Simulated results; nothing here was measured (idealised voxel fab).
Process module heading - voxel local oxidation
We display cut, a cross-section 270 nm in width whose square cells are each 5 nm.
For the purposes of this document, a cross-section shall be understood as a grid of square cells, specified as bands listed in top-to-bottom order, each band consisting of one or more rows of cells.
The entry gives the band's vertical extent as a top height and a bottom height in nm, then its horizontal make-up as materials from left to right, each with a width in nm. "blank" stands for empty space; a single material marked "edge to edge" fills the band edge to edge.
Measure heights from 0. That's the level where, below it, the as-received wafer is all one material. The lowest band is bottomless and extends downward; write it as in "0 down".
A width such as "30 to 40" changes by the same amount from each row of cells to the next, from the band's top row to its bottom row.
Step note "no modifications" = no cross-section cell changed.
Empty spaces counting at least 8 cells and having no open way to the top are listed in "Sealed-off cavities". The notation width x height at distance is used for each, the distance being from the left edge and all three values in nm.
Past the settings on a step's line: simulator remark, on that step.
overlay nm: step with mask; distance mask lay right of planned place; negative value = left of planned place.
Process steps - plan:
1 RECEIVE [material Si]
2 OXIDIZE [depth nm 5]
3 CONFORMAL_DEP [material SiN] [thk nm 10]
4 DIRECTIONAL_DEP [material aC] [thk nm 15]
5 PATTERN [tone cover] [mask id ACTIVE] [material resist] [width nm 120] [thk nm 30] [overlay nm 0]
6 DIRECTIONAL_ETCH [etch materials aC] [depth nm 15]
7 STRIP [etch materials resist]
8 DIRECTIONAL_ETCH [etch materials SiN] [depth nm 10]
9 STRIP [etch materials aC]
10 SELECTIVE_ETCH [etch materials SiO2] [depth nm 5]
11 OXIDIZE [depth nm 10]
12 STRIP [etch materials SiN]
as received, after step 1:
0 down | Si edge to edge
Sealed-off cavities: none
Final cross-section, module run with one mistake (start and plan as above):
0 to -5 | 80 nm blank | 115 nm SiO2 | 75 nm blank
-5 to -15 | 90 nm SiO2 | 95 nm Si | 85 nm SiO2
-15 down | Si edge to edge
Sealed-off cavities: none
It is concluded that the wafer was processed incorrectly with respect to the plan, in that step 5 ran with different settings than intended, the actual operation and settings being PATTERN [tone cover] [mask id ACTIVE] [material resist] [width nm 125] [thk nm 30] [overlay nm 0]
